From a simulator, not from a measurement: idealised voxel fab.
Process module under the name voxel tone inversion
Square cell edge 5 nm, section width 200 nm, ID cut.
A cross-section is written here as square cells arranged in a grid, and it is given in bands from the top down, each band taking up one or more rows of cells.
Within each band entry, the heights of the top and of the bottom of the band appear first, in that order and in nm; the materials of the band then follow from left to right, each with its corresponding width in nm. The designation "everywhere" on a single material indicates that it fills the band from edge to edge; the designation "air" indicates empty space.
Counting heights begins at 0, where everything beneath is, in the wafer as received, one material. The lowest band has no bottom; it goes on downwards, as "0 nm and below" shows.
Per-row width for "30->40": begins at first number (top row of band), ends at second number (bottom row), increment between rows held constant.
Any step labelled "everything unchanged" changed none of the cells in the cross-section.
The entry "Sealed internal voids" lists the empty spaces that cover at least 8 cells and have no open path to the top. Each is written as width x height at distance, where the distance is measured from the left edge and all three values are in nm.
Read whatever lies past the settings on a step's line as the simulator's own remark about the step.
The "overlay nm" setting may appear on a step's line; for a step that uses a mask, it gives how far to the right of its planned position the mask lay, and a negative value indicates the left.

**Process steps (planned)**
- 1: op RECEIVE | material Si
- 2: op CONFORMAL_DEP | material SiCN | thk nm 5
- 3: op DIRECTIONAL_DEP | material aC | thk nm 25
- 4: op PATTERN | tone cover | mask id POSTS | material resist | width nm 20 | pitch nm 35 | thk nm 35 | overlay nm 0
- 5: op DIRECTIONAL_ETCH | etch materials aC | depth nm 25
- 6: op STRIP | etch materials resist
- 7: op FILL_DEP | material SiO2 | thk nm 10
- 8: op CMP | height nm 30
- 9: op STRIP | etch materials aC
- 10: op CONFORMAL_DEP | material TiN | thk nm 5
- 11: op FILL_DEP | material Cu | thk nm 10
- 12: op CMP | height nm 30
- 13: op CONFORMAL_DEP | material SiCN | thk nm 5

**First of two wafers - as planned**

**Shown in cross-section is the wafer as received, that is, as it stands after step 1**
    0 nm and below | Si everywhere
    Sealed internal voids: none

**Presented here is a cross-section of the wafer after step 2 has been performed**
    5 nm to 0 nm | SiCN everywhere
    Anything lower than 0 is untouched.

**Presented here is a cross-section of the wafer after step 3 has been performed**
    30 nm to 5 nm | aC everywhere
    Anything lower than 5 is untouched.

**Presented here is a cross-section of the wafer after step 4 has been performed**
    65 nm to 30 nm | air 70, resist 20, air 15, resist 20, air 75
    Anything lower than 30 is untouched.

**Presented here is a cross-section of the wafer after step 5 has been performed**
    40 nm to 30 nm | air 70, resist 20, air 15, resist 20, air 75
    30 nm to 5 nm | air 70, aC 20, air 15, aC 20, air 75
    Anything lower than 5 is untouched.

**Presented here is a cross-section of the wafer after step 6 has been performed**
    30 nm to 5 nm | air 70, aC 20, air 15, aC 20, air 75
    Anything lower than 5 is untouched.

**Presented here is a cross-section of the wafer after step 7 has been performed**
    40 nm to 30 nm | SiO2 everywhere
    30 nm to 5 nm | SiO2 70, aC 20, SiO2 15, aC 20, SiO2 75
    Anything lower than 5 is untouched.

**Presented here is a cross-section of the wafer after step 8 has been performed**
    30 nm to 5 nm | SiO2 70, aC 20, SiO2 15, aC 20, SiO2 75
    Anything lower than 5 is untouched.

**Presented here is a cross-section of the wafer after step 9 has been performed**
    30 nm to 5 nm | SiO2 70, air 20, SiO2 15, air 20, SiO2 75
    Anything lower than 5 is untouched.

**Presented here is a cross-section of the wafer after step 10 has been performed**
    35 nm to 30 nm | TiN 75, air 10, TiN 25, air 10, TiN 80
    30 nm to 10 nm | SiO2 70, TiN 5, air 10, TiN 5, SiO2 15, TiN 5, air 10, TiN 5, SiO2 75
    10 nm to 5 nm | SiO2 70, TiN 20, SiO2 15, TiN 20, SiO2 75
    Anything lower than 5 is untouched.

**Presented here is a cross-section of the wafer after step 11 has been performed**
    45 nm to 35 nm | Cu everywhere
    35 nm to 30 nm | TiN 75, Cu 10, TiN 25, Cu 10, TiN 80
    30 nm to 10 nm | SiO2 70, TiN 5, Cu 10, TiN 5, SiO2 15, TiN 5, Cu 10, TiN 5, SiO2 75
    Anything lower than 10 is untouched.

**Presented here is a cross-section of the wafer after step 12 has been performed**
    30 nm to 10 nm | SiO2 70, TiN 5, Cu 10, TiN 5, SiO2 15, TiN 5, Cu 10, TiN 5, SiO2 75
    Anything lower than 10 is untouched.

**Presented here is a cross-section of the wafer after step 13 has been performed**
    35 nm to 30 nm | SiCN everywhere
    Anything lower than 30 is untouched.

**Okay, second wafer. Nothing different at the start, nothing different in the plan, just one mistake somewhere in the running. As far as step 3, counting that step, it's the first wafer all over again**

**At the planned end of step 4, the second wafer in cross-section**
    65 nm to 30 nm | air 60, resist 20, air 15, resist 20, air 85
    Anything lower than 30 is untouched.

**At the planned end of step 5, the second wafer in cross-section**
    40 nm to 30 nm | air 60, resist 20, air 15, resist 20, air 85
    30 nm to 5 nm | air 60, aC 20, air 15, aC 20, air 85
    Anything lower than 5 is untouched.

**At the planned end of step 6, the second wafer in cross-section**
    30 nm to 5 nm | air 60, aC 20, air 15, aC 20, air 85
    Anything lower than 5 is untouched.

**At the planned end of step 7, the second wafer in cross-section**
    40 nm to 30 nm | SiO2 everywhere
    30 nm to 5 nm | SiO2 60, aC 20, SiO2 15, aC 20, SiO2 85
    Anything lower than 5 is untouched.

**At the planned end of step 8, the second wafer in cross-section**
    30 nm to 5 nm | SiO2 60, aC 20, SiO2 15, aC 20, SiO2 85
    Anything lower than 5 is untouched.

**At the planned end of step 9, the second wafer in cross-section**
    30 nm to 5 nm | SiO2 60, air 20, SiO2 15, air 20, SiO2 85
    Anything lower than 5 is untouched.

**At the planned end of step 10, the second wafer in cross-section**
    35 nm to 30 nm | TiN 65, air 10, TiN 25, air 10, TiN 90
    30 nm to 10 nm | SiO2 60, TiN 5, air 10, TiN 5, SiO2 15, TiN 5, air 10, TiN 5, SiO2 85
    10 nm to 5 nm | SiO2 60, TiN 20, SiO2 15, TiN 20, SiO2 85
    Anything lower than 5 is untouched.

**At the planned end of step 11, the second wafer in cross-section**
    45 nm to 35 nm | Cu everywhere
    35 nm to 30 nm | TiN 65, Cu 10, TiN 25, Cu 10, TiN 90
    30 nm to 10 nm | SiO2 60, TiN 5, Cu 10, TiN 5, SiO2 15, TiN 5, Cu 10, TiN 5, SiO2 85
    Anything lower than 10 is untouched.

**At the planned end of step 12, the second wafer in cross-section**
    30 nm to 10 nm | SiO2 60, TiN 5, Cu 10, TiN 5, SiO2 15, TiN 5, Cu 10, TiN 5, SiO2 85
    Anything lower than 10 is untouched.

**At the planned end of step 13, the second wafer in cross-section**
    35 nm to 30 nm | SiCN everywhere
    Anything lower than 30 is untouched.
What went wrong in running the wafer? step 4 changed vs plan, executed as op PATTERN | tone cover | mask id POSTS | material resist | width nm 20 | pitch nm 35 | thk nm 35 | overlay nm -10
Final state: per-material cell counts identical on both wafers; locations differ.
